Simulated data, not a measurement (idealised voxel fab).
Process module heading - voxel tone inversion
Section shown: cut. Width: 145 nm. Cell size: 5 nm, square.
Square cells in a grid make up a cross-section in this document, and the grid is given as bands, listed from the top down, each one or more rows of cells.
Per band: top height and bottom height in nm, followed by the left-to-right materials and their widths in nm; "all across" marks a single material spanning edge to edge, "empty" marks empty space.
Heads up on the height convention: 0 is the point under which the incoming wafer is all one material, and the lowest band has no bottom, it just keeps going down, like "top 0, no bottom".
The expression "30->40" gives the width at the extremes of the band, the first number at its top row of cells and the second at its bottom row, with the width changing by equal amounts from each row to the next in between.
Where the words "all unchanged" appear for a step, the cross-section shows no cell changed by that step; every cell remained as before.
The entry titled "Enclosed internal voids" provides the empty spaces that have no open way to the top, restricted to those of 8 cells or more. Each is presented as width x height at distance, the distance being measured from the left edge, with all three in nm.
If you see something after the settings on a step's line, that's the simulator's own remark about that step.
overlay nm: where the mask lay relative to plan, measured to the right, on steps with a mask; negatives go left.
Pairs follow: section before one process step, section after it down to the lowest changed band, step with settings underneath. Pairs may come from different runs of this module on the same starting wafer; continuity with the pair above only as stated in the "Pre-step cross-section" entry.
### Pre-step cross-section
top 0, no bottom: Si all across
Enclosed internal voids: none
### Step Outcome
top 10, bottom 0: SiCN all across
below 0: unchanged
Enclosed internal voids: none
The cross-sections above show the structure before and after this step: CONFORMAL_DEP | material SiCN | thk nm 10
Pre-step cross-section: starting point is the after cross-section of the pair just above.
### Step Outcome
top 25, bottom 10: aC all across
below 10: unchanged
Enclosed internal voids: none
The cross-sections above show the structure before and after this step: DIRECTIONAL_DEP | material aC | thk nm 15
Pre-step cross-section: starting point is the after cross-section of the pair just above.
### Step Outcome
top 45, bottom 25: 20 nm empty  15 nm resist  15 nm empty  15 nm resist  15 nm empty  15 nm resist  15 nm empty  15 nm resist  20 nm empty
below 25: unchanged
Enclosed internal voids: none
The cross-sections above show the structure before and after this step: PATTERN | tone cover | mask id POSTS | material resist | width nm 15 | pitch nm 30 | thk nm 20 | overlay nm 0
Pre-step cross-section: starting point is the after cross-section of the pair just above.
### Step Outcome
top 30, bottom 25: 20 nm empty  15 nm resist  15 nm empty  15 nm resist  15 nm empty  15 nm resist  15 nm empty  15 nm resist  20 nm empty
top 25, bottom 10: 20 nm empty  15 nm aC  15 nm empty  15 nm aC  15 nm empty  15 nm aC  15 nm empty  15 nm aC  20 nm empty
below 10: unchanged
Enclosed internal voids: none
The cross-sections above show the structure before and after this step: DIRECTIONAL_ETCH | etch materials aC | depth nm 15
Pre-step cross-section: starting point is the after cross-section of the pair just above.
### Step Outcome
top 25, bottom 10: 20 nm empty  15 nm aC  15 nm empty  15 nm aC  15 nm empty  15 nm aC  15 nm empty  15 nm aC  20 nm empty
below 10: unchanged
Enclosed internal voids: none
The cross-sections above show the structure before and after this step: STRIP | etch materials resist
Pre-step cross-section: starting point is the after cross-section of the pair just above.
### Step Outcome
top 30, bottom 25: SiO2 all across
top 25, bottom 10: 20 nm SiO2  15 nm aC  15 nm SiO2  15 nm aC  15 nm SiO2  15 nm aC  15 nm SiO2  15 nm aC  20 nm SiO2
below 10: unchanged
Enclosed internal voids: none
The cross-sections above show the structure before and after this step: FILL_DEP | material SiO2 | thk nm 5
Pre-step cross-section: starting point is the after cross-section of the pair just above.
### Step Outcome
top 25, bottom 10: 20 nm SiO2  15 nm aC  15 nm SiO2  15 nm aC  15 nm SiO2  15 nm aC  15 nm SiO2  15 nm aC  20 nm SiO2
below 10: unchanged
Enclosed internal voids: none
The cross-sections above show the structure before and after this step: CMP | height nm 25
Pre-step cross-section: starting point is the after cross-section of the pair just above.
### Step Outcome
top 25, bottom 10: 20 nm SiO2  15 nm empty  15 nm SiO2  15 nm empty  15 nm SiO2  15 nm empty  15 nm SiO2  15 nm empty  20 nm SiO2
below 10: unchanged
Enclosed internal voids: none
The cross-sections above show the structure before and after this step: STRIP | etch materials aC
Pre-step cross-section: starting point is the after cross-section of the pair just above.
### Step Outcome
top 30, bottom 25: 25 nm TiN  5 nm empty  25 nm TiN  5 nm empty  25 nm TiN  5 nm empty  25 nm TiN  5 nm empty  25 nm TiN
top 25, bottom 15: 20 nm SiO2  5 nm TiN  5 nm empty  5 nm TiN  15 nm SiO2  5 nm TiN  5 nm empty  5 nm TiN  15 nm SiO2  5 nm TiN  5 nm empty  5 nm TiN  15 nm SiO2  5 nm TiN  5 nm empty  5 nm TiN  20 nm SiO2
top 15, bottom 10: 20 nm SiO2  15 nm TiN  15 nm SiO2  15 nm TiN  15 nm SiO2  15 nm TiN  15 nm SiO2  15 nm TiN  20 nm SiO2
below 10: unchanged
Enclosed internal voids: none
The cross-sections above show the structure before and after this step: CONFORMAL_DEP | material TiN | thk nm 5
Pre-step cross-section: starting point is the after cross-section of the pair just above.
### Step Outcome
top 35, bottom 30: Ru all across
top 30, bottom 25: 25 nm TiN  5 nm Ru  25 nm TiN  5 nm Ru  25 nm TiN  5 nm Ru  25 nm TiN  5 nm Ru  25 nm TiN
top 25, bottom 15: 20 nm SiO2  5 nm TiN  5 nm Ru  5 nm TiN  15 nm SiO2  5 nm TiN  5 nm Ru  5 nm TiN  15 nm SiO2  5 nm TiN  5 nm Ru  5 nm TiN  15 nm SiO2  5 nm TiN  5 nm Ru  5 nm TiN  20 nm SiO2
below 15: unchanged
Enclosed internal voids: none
The cross-sections above show the structure before and after this step: FILL_DEP | material Ru | thk nm 5
Pre-step cross-section: starting point is the after cross-section of the pair just above.
### Step Outcome
top 25, bottom 15: 20 nm SiO2  5 nm TiN  5 nm Ru  5 nm TiN  15 nm SiO2  5 nm TiN  5 nm Ru  5 nm TiN  15 nm SiO2  5 nm TiN  5 nm Ru  5 nm TiN  15 nm SiO2  5 nm TiN  5 nm Ru  5 nm TiN  20 nm SiO2
below 15: unchanged
Enclosed internal voids: none
The cross-sections above show the structure before and after this step: CMP | height nm 25
Pre-step cross-section: starting point is the after cross-section of the pair just above.
### Step Outcome
top 30, bottom 25: SiCN all across
below 25: unchanged
Enclosed internal voids: none
The cross-sections above show the structure before and after this step: CONFORMAL_DEP | material SiCN | thk nm 5
### Pre-step cross-section
top 0, no bottom: Si all across
Enclosed internal voids: none
### Step Outcome
top 15, bottom 0: aC all across
below 0: unchanged
Enclosed internal voids: none
The cross-sections above show the structure before and after this step: DIRECTIONAL_DEP | material aC | thk nm 15
Pre-step cross-section: starting point is the after cross-section of the pair just above.
### Step Outcome
top 25, bottom 15: SiCN all across
below 15: unchanged
Enclosed internal voids: none
The cross-sections above show the structure before and after this step: CONFORMAL_DEP | material SiCN | thk nm 10
Pre-step cross-section: starting point is the after cross-section of the pair just above.
### Step Outcome
top 45, bottom 25: 20 nm empty  15 nm resist  15 nm empty  15 nm resist  15 nm empty  15 nm resist  15 nm empty  15 nm resist  20 nm empty
below 25: unchanged
Enclosed internal voids: none
The cross-sections above show the structure before and after this step: PATTERN | tone cover | mask id POSTS | material resist | width nm 15 | pitch nm 30 | thk nm 20 | overlay nm 0
Pre-step cross-section: starting point is the after cross-section of the pair just above.
### Step Outcome
top 30, bottom 25: 20 nm empty  15 nm resist  15 nm empty  15 nm resist  15 nm empty  15 nm resist  15 nm empty  15 nm resist  20 nm empty
below 25: unchanged
Enclosed internal voids: none
The cross-sections above show the structure before and after this step: DIRECTIONAL_ETCH | etch materials aC | depth nm 15
Pre-step cross-section: starting point is the after cross-section of the pair just above.
### Step Outcome
top 25, bottom 15: SiCN all across
below 15: unchanged
Enclosed internal voids: none
The cross-sections above show the structure before and after this step: STRIP | etch materials resist
Pre-step cross-section: starting point is the after cross-section of the pair just above.
### Step Outcome
top 30, bottom 25: SiO2 all across
below 25: unchanged
Enclosed internal voids: none
The cross-sections above show the structure before and after this step: FILL_DEP | material SiO2 | thk nm 5
Pre-step cross-section: starting point is the after cross-section of the pair just above.
### Step Outcome
top 25, bottom 15: SiCN all across
below 15: unchanged
Enclosed internal voids: none
The cross-sections above show the structure before and after this step: CMP | height nm 25
Pre-step cross-section: starting point is the after cross-section of the pair just above.
### Step Outcome
top 30, bottom 25: TiN all across
below 25: unchanged
Enclosed internal voids: none
The cross-sections above show the structure before and after this step: CONFORMAL_DEP | material TiN | thk nm 5
Pre-step cross-section: starting point is the after cross-section of the pair just above.
### Step Outcome
top 35, bottom 30: Ru all across
below 30: unchanged
Enclosed internal voids: none
The cross-sections above show the structure before and after this step: FILL_DEP | material Ru | thk nm 5
Pre-step cross-section: starting point is the after cross-section of the pair just above.
### Step Outcome
top 25, bottom 15: SiCN all across
below 15: unchanged
Enclosed internal voids: none
The cross-sections above show the structure before and after this step: CMP | height nm 25
Pre-step cross-section: starting point is the after cross-section of the pair just above.
### Step Outcome
top 30, bottom 15: SiCN all across
below 15: unchanged
Enclosed internal voids: none
The cross-sections above show the structure before and after this step: CONFORMAL_DEP | material SiCN | thk nm 5
### Pre-step cross-section
top 35, bottom 30: Ru all across
top 30, bottom 25: 25 nm TiN  5 nm Ru  25 nm TiN  5 nm Ru  25 nm TiN  5 nm Ru  25 nm TiN  5 nm Ru  25 nm TiN
top 25, bottom 15: 20 nm SiO2  5 nm TiN  5 nm Ru  5 nm TiN  15 nm SiO2  5 nm TiN  5 nm Ru  5 nm TiN  15 nm SiO2  5 nm TiN  5 nm Ru  5 nm TiN  15 nm SiO2  5 nm TiN  5 nm Ru  5 nm TiN  20 nm SiO2
top 15, bottom 10: 20 nm SiO2  15 nm TiN  15 nm SiO2  15 nm TiN  15 nm SiO2  15 nm TiN  15 nm SiO2  15 nm TiN  20 nm SiO2
top 10, bottom 0: SiCN all across
top 0, no bottom: Si all across
Enclosed internal voids: none
### Step Outcome
top 30, bottom 25: 25 nm TiN  5 nm Ru  25 nm TiN  5 nm Ru  25 nm TiN  5 nm Ru  25 nm TiN  5 nm Ru  25 nm TiN
below 25: unchanged
Enclosed internal voids: none
The cross-sections above show the structure before and after this step: CMP | height nm 30
Pre-step cross-section: starting point is the after cross-section of the pair just above.
### Step Outcome
top 35, bottom 30: SiCN all across
below 30: unchanged
Enclosed internal voids: none
The cross-sections above show the structure before and after this step: CONFORMAL_DEP | material SiCN | thk nm 5
### Pre-step cross-section
top 25, bottom 10: aC all across
top 10, bottom 0: SiCN all across
top 0, no bottom: Si all across
Enclosed internal voids: none
### Step Outcome
top 45, bottom 25: 15 nm empty  15 nm resist  15 nm empty  15 nm resist  15 nm empty  15 nm resist  15 nm empty  15 nm resist  25 nm empty
below 25: unchanged
Enclosed internal voids: none
The cross-sections above show the structure before and after this step: PATTERN | tone cover | mask id POSTS | material resist | width nm 15 | pitch nm 30 | thk nm 20 | overlay nm -5
Pre-step cross-section: starting point is the after cross-section of the pair just above.
### Step Outcome
top 30, bottom 25: 15 nm empty  15 nm resist  15 nm empty  15 nm resist  15 nm empty  15 nm resist  15 nm empty  15 nm resist  25 nm empty
top 25, bottom 10: 15 nm empty  15 nm aC  15 nm empty  15 nm aC  15 nm empty  15 nm aC  15 nm empty  15 nm aC  25 nm empty
below 10: unchanged
Enclosed internal voids: none
The cross-sections above show the structure before and after this step: DIRECTIONAL_ETCH | etch materials aC | depth nm 15
Pre-step cross-section: starting point is the after cross-section of the pair just above.
### Step Outcome
top 25, bottom 10: 15 nm empty  15 nm aC  15 nm empty  15 nm aC  15 nm empty  15 nm aC  15 nm empty  15 nm aC  25 nm empty
below 10: unchanged
Enclosed internal voids: none
The cross-sections above show the structure before and after this step: STRIP | etch materials resist
Pre-step cross-section: starting point is the after cross-section of the pair just above.
### Step Outcome
top 30, bottom 25: SiO2 all across
top 25, bottom 10: 15 nm SiO2  15 nm aC  15 nm SiO2  15 nm aC  15 nm SiO2  15 nm aC  15 nm SiO2  15 nm aC  25 nm SiO2
below 10: unchanged
Enclosed internal voids: none
The cross-sections above show the structure before and after this step: FILL_DEP | material SiO2 | thk nm 5
Pre-step cross-section: starting point is the after cross-section of the pair just above.
### Step Outcome
top 25, bottom 10: 15 nm SiO2  15 nm aC  15 nm SiO2  15 nm aC  15 nm SiO2  15 nm aC  15 nm SiO2  15 nm aC  25 nm SiO2
below 10: unchanged
Enclosed internal voids: none
The cross-sections above show the structure before and after this step: CMP | height nm 25
Pre-step cross-section: starting point is the after cross-section of the pair just above.
### Step Outcome
top 25, bottom 10: 15 nm SiO2  15 nm empty  15 nm SiO2  15 nm empty  15 nm SiO2  15 nm empty  15 nm SiO2  15 nm empty  25 nm SiO2
below 10: unchanged
Enclosed internal voids: none
The cross-sections above show the structure before and after this step: STRIP | etch materials aC
Pre-step cross-section: starting point is the after cross-section of the pair just above.
### Step Outcome
top 30, bottom 25: 20 nm TiN  5 nm empty  25 nm TiN  5 nm empty  25 nm TiN  5 nm empty  25 nm TiN  5 nm empty  30 nm TiN
top 25, bottom 15: 15 nm SiO2  5 nm TiN  5 nm empty  5 nm TiN  15 nm SiO2  5 nm TiN  5 nm empty  5 nm TiN  15 nm SiO2  5 nm TiN  5 nm empty  5 nm TiN  15 nm SiO2  5 nm TiN  5 nm empty  5 nm TiN  25 nm SiO2
top 15, bottom 10: 15 nm SiO2  15 nm TiN  15 nm SiO2  15 nm TiN  15 nm SiO2  15 nm TiN  15 nm SiO2  15 nm TiN  25 nm SiO2
below 10: unchanged
Enclosed internal voids: none
The cross-sections above show the structure before and after this step: CONFORMAL_DEP | material TiN | thk nm 5
Pre-step cross-section: starting point is the after cross-section of the pair just above.
### Step Outcome
top 35, bottom 30: Ru all across
top 30, bottom 25: 20 nm TiN  5 nm Ru  25 nm TiN  5 nm Ru  25 nm TiN  5 nm Ru  25 nm TiN  5 nm Ru  30 nm TiN
top 25, bottom 15: 15 nm SiO2  5 nm TiN  5 nm Ru  5 nm TiN  15 nm SiO2  5 nm TiN  5 nm Ru  5 nm TiN  15 nm SiO2  5 nm TiN  5 nm Ru  5 nm TiN  15 nm SiO2  5 nm TiN  5 nm Ru  5 nm TiN  25 nm SiO2
below 15: unchanged
Enclosed internal voids: none
The cross-sections above show the structure before and after this step: FILL_DEP | material Ru | thk nm 5
Pre-step cross-section: starting point is the after cross-section of the pair just above.
### Step Outcome
top 25, bottom 15: 15 nm SiO2  5 nm TiN  5 nm Ru  5 nm TiN  15 nm SiO2  5 nm TiN  5 nm Ru  5 nm TiN  15 nm SiO2  5 nm TiN  5 nm Ru  5 nm TiN  15 nm SiO2  5 nm TiN  5 nm Ru  5 nm TiN  25 nm SiO2
below 15: unchanged
Enclosed internal voids: none
The cross-sections above show the structure before and after this step: CMP | height nm 25
Pre-step cross-section: starting point is the after cross-section of the pair just above.
### Step Outcome
top 30, bottom 25: SiCN all across
below 25: unchanged
Enclosed internal voids: none
The cross-sections above show the structure before and after this step: CONFORMAL_DEP | material SiCN | thk nm 5
### Pre-step cross-section
top 25, bottom 10: 20 nm empty  15 nm aC  15 nm empty  15 nm aC  15 nm empty  15 nm aC  15 nm empty  15 nm aC  20 nm empty
top 10, bottom 0: SiCN all across
top 0, no bottom: Si all across
Enclosed internal voids: none
### Step Outcome
top 30, bottom 25: Ru all across
top 25, bottom 10: 20 nm Ru  15 nm aC  15 nm Ru  15 nm aC  15 nm Ru  15 nm aC  15 nm Ru  15 nm aC  20 nm Ru
below 10: unchanged
Enclosed internal voids: none
The cross-sections above show the structure before and after this step: FILL_DEP | material Ru | thk nm 5
Pre-step cross-section: starting point is the after cross-section of the pair just above.
### Step Outcome
top 25, bottom 10: 20 nm Ru  15 nm aC  15 nm Ru  15 nm aC  15 nm Ru  15 nm aC  15 nm Ru  15 nm aC  20 nm Ru
below 10: unchanged
Enclosed internal voids: none
The cross-sections above show the structure before and after this step: CMP | height nm 25
Pre-step cross-section: starting point is the after cross-section of the pair just above.
### Step Outcome
top 25, bottom 10: 20 nm Ru  15 nm empty  15 nm Ru  15 nm empty  15 nm Ru  15 nm empty  15 nm Ru  15 nm empty  20 nm Ru
below 10: unchanged
Enclosed internal voids: none
The cross-sections above show the structure before and after this step: STRIP | etch materials aC
Pre-step cross-section: starting point is the after cross-section of the pair just above.
### Step Outcome
top 30, bottom 25: 25 nm TiN  5 nm empty  25 nm TiN  5 nm empty  25 nm TiN  5 nm empty  25 nm TiN  5 nm empty  25 nm TiN
top 25, bottom 15: 20 nm Ru  5 nm TiN  5 nm empty  5 nm TiN  15 nm Ru  5 nm TiN  5 nm empty  5 nm TiN  15 nm Ru  5 nm TiN  5 nm empty  5 nm TiN  15 nm Ru  5 nm TiN  5 nm empty  5 nm TiN  20 nm Ru
top 15, bottom 10: 20 nm Ru  15 nm TiN  15 nm Ru  15 nm TiN  15 nm Ru  15 nm TiN  15 nm Ru  15 nm TiN  20 nm Ru
below 10: unchanged
Enclosed internal voids: none
The cross-sections above show the structure before and after this step: CONFORMAL_DEP | material TiN | thk nm 5
Pre-step cross-section: starting point is the after cross-section of the pair just above.
### Step Outcome
top 35, bottom 30: Ru all across
top 30, bottom 25: 25 nm TiN  5 nm Ru  25 nm TiN  5 nm Ru  25 nm TiN  5 nm Ru  25 nm TiN  5 nm Ru  25 nm TiN
top 25, bottom 15: 20 nm Ru  5 nm TiN  5 nm Ru  5 nm TiN  15 nm Ru  5 nm TiN  5 nm Ru  5 nm TiN  15 nm Ru  5 nm TiN  5 nm Ru  5 nm TiN  15 nm Ru  5 nm TiN  5 nm Ru  5 nm TiN  20 nm Ru
below 15: unchanged
Enclosed internal voids: none
The cross-sections above show the structure before and after this step: FILL_DEP | material Ru | thk nm 5
Pre-step cross-section: starting point is the after cross-section of the pair just above.
### Step Outcome
top 25, bottom 15: 20 nm Ru  5 nm TiN  5 nm Ru  5 nm TiN  15 nm Ru  5 nm TiN  5 nm Ru  5 nm TiN  15 nm Ru  5 nm TiN  5 nm Ru  5 nm TiN  15 nm Ru  5 nm TiN  5 nm Ru  5 nm TiN  20 nm Ru
below 15: unchanged
Enclosed internal voids: none
The cross-sections above show the structure before and after this step: CMP | height nm 25
Pre-step cross-section: starting point is the after cross-section of the pair just above.
### Step Outcome
top 30, bottom 25: SiCN all across
below 25: unchanged
Enclosed internal voids: none
The cross-sections above show the structure before and after this step: CONFORMAL_DEP | material SiCN | thk nm 5
### Pre-step cross-section
top 25, bottom 10: aC all across
top 10, bottom 0: SiCN all across
top 0, no bottom: Si all across
Enclosed internal voids: none
### Step Outcome
top 45, bottom 25: 20 nm resist  15 nm empty  15 nm resist  15 nm empty  15 nm resist  15 nm empty  15 nm resist  15 nm empty  20 nm resist
below 25: unchanged
Enclosed internal voids: none
The cross-sections above show the structure before and after this step: PATTERN | tone open | mask id POSTS | material resist | width nm 15 | pitch nm 30 | thk nm 20 | overlay nm 0
Pre-step cross-section: starting point is the after cross-section of the pair just above.
### Step Outcome
top 30, bottom 25: 20 nm resist  15 nm empty  15 nm resist  15 nm empty  15 nm resist  15 nm empty  15 nm resist  15 nm empty  20 nm resist
top 25, bottom 10: 20 nm aC  15 nm empty  15 nm aC  15 nm empty  15 nm aC  15 nm empty  15 nm aC  15 nm empty  20 nm aC
below 10: unchanged
Enclosed internal voids: none
The cross-sections above show the structure before and after this step: DIRECTIONAL_ETCH | etch materials aC | depth nm 15
Pre-step cross-section: starting point is the after cross-section of the pair just above.
### Step Outcome
top 25, bottom 10: 20 nm aC  15 nm empty  15 nm aC  15 nm empty  15 nm aC  15 nm empty  15 nm aC  15 nm empty  20 nm aC
below 10: unchanged
Enclosed internal voids: none
The cross-sections above show the structure before and after this step: STRIP | etch materials resist
Pre-step cross-section: starting point is the after cross-section of the pair just above.
### Step Outcome
top 30, bottom 25: SiO2 all across
top 25, bottom 10: 20 nm aC  15 nm SiO2  15 nm aC  15 nm SiO2  15 nm aC  15 nm SiO2  15 nm aC  15 nm SiO2  20 nm aC
below 10: unchanged
Enclosed internal voids: none
The cross-sections above show the structure before and after this step: FILL_DEP | material SiO2 | thk nm 5
Pre-step cross-section: starting point is the after cross-section of the pair just above.
### Step Outcome
top 25, bottom 10: 20 nm aC  15 nm SiO2  15 nm aC  15 nm SiO2  15 nm aC  15 nm SiO2  15 nm aC  15 nm SiO2  20 nm aC
below 10: unchanged
Enclosed internal voids: none
The cross-sections above show the structure before and after this step: CMP | height nm 25
Pre-step cross-section: starting point is the after cross-section of the pair just above.
### Step Outcome
top 25, bottom 10: 20 nm empty  15 nm SiO2  15 nm empty  15 nm SiO2  15 nm empty  15 nm SiO2  15 nm empty  15 nm SiO2  20 nm empty
below 10: unchanged
Enclosed internal voids: none
The cross-sections above show the structure before and after this step: STRIP | etch materials aC
Pre-step cross-section: starting point is the after cross-section of the pair just above.
### Step Outcome
top 30, bottom 25: 15 nm empty  25 nm TiN  5 nm empty  25 nm TiN  5 nm empty  25 nm TiN  5 nm empty  25 nm TiN  15 nm empty
top 25, bottom 15: 15 nm empty  5 nm TiN  15 nm SiO2  5 nm TiN  5 nm empty  5 nm TiN  15 nm SiO2  5 nm TiN  5 nm empty  5 nm TiN  15 nm SiO2  5 nm TiN  5 nm empty  5 nm TiN  15 nm SiO2  5 nm TiN  15 nm empty
top 15, bottom 10: 20 nm TiN  15 nm SiO2  15 nm TiN  15 nm SiO2  15 nm TiN  15 nm SiO2  15 nm TiN  15 nm SiO2  20 nm TiN
below 10: unchanged
Enclosed internal voids: none
The cross-sections above show the structure before and after this step: CONFORMAL_DEP | material TiN | thk nm 5
Pre-step cross-section: starting point is the after cross-section of the pair just above.
### Step Outcome
top 35, bottom 30: Ru all across
top 30, bottom 25: 15 nm Ru  25 nm TiN  5 nm Ru  25 nm TiN  5 nm Ru  25 nm TiN  5 nm Ru  25 nm TiN  15 nm Ru
top 25, bottom 15: 15 nm Ru  5 nm TiN  15 nm SiO2  5 nm TiN  5 nm Ru  5 nm TiN  15 nm SiO2  5 nm TiN  5 nm Ru  5 nm TiN  15 nm SiO2  5 nm TiN  5 nm Ru  5 nm TiN  15 nm SiO2  5 nm TiN  15 nm Ru
below 15: unchanged
Enclosed internal voids: none
The cross-sections above show the structure before and after this step: FILL_DEP | material Ru | thk nm 5
Pre-step cross-section: starting point is the after cross-section of the pair just above.
### Step Outcome
top 25, bottom 15: 15 nm Ru  5 nm TiN  15 nm SiO2  5 nm TiN  5 nm Ru  5 nm TiN  15 nm SiO2  5 nm TiN  5 nm Ru  5 nm TiN  15 nm SiO2  5 nm TiN  5 nm Ru  5 nm TiN  15 nm SiO2  5 nm TiN  15 nm Ru
below 15: unchanged
Enclosed internal voids: none
The cross-sections above show the structure before and after this step: CMP | height nm 25
Pre-step cross-section: starting point is the after cross-section of the pair just above.
### Step Outcome
top 30, bottom 25: SiCN all across
below 25: unchanged
Enclosed internal voids: none
The cross-sections above show the structure before and after this step: CONFORMAL_DEP | material SiCN | thk nm 5
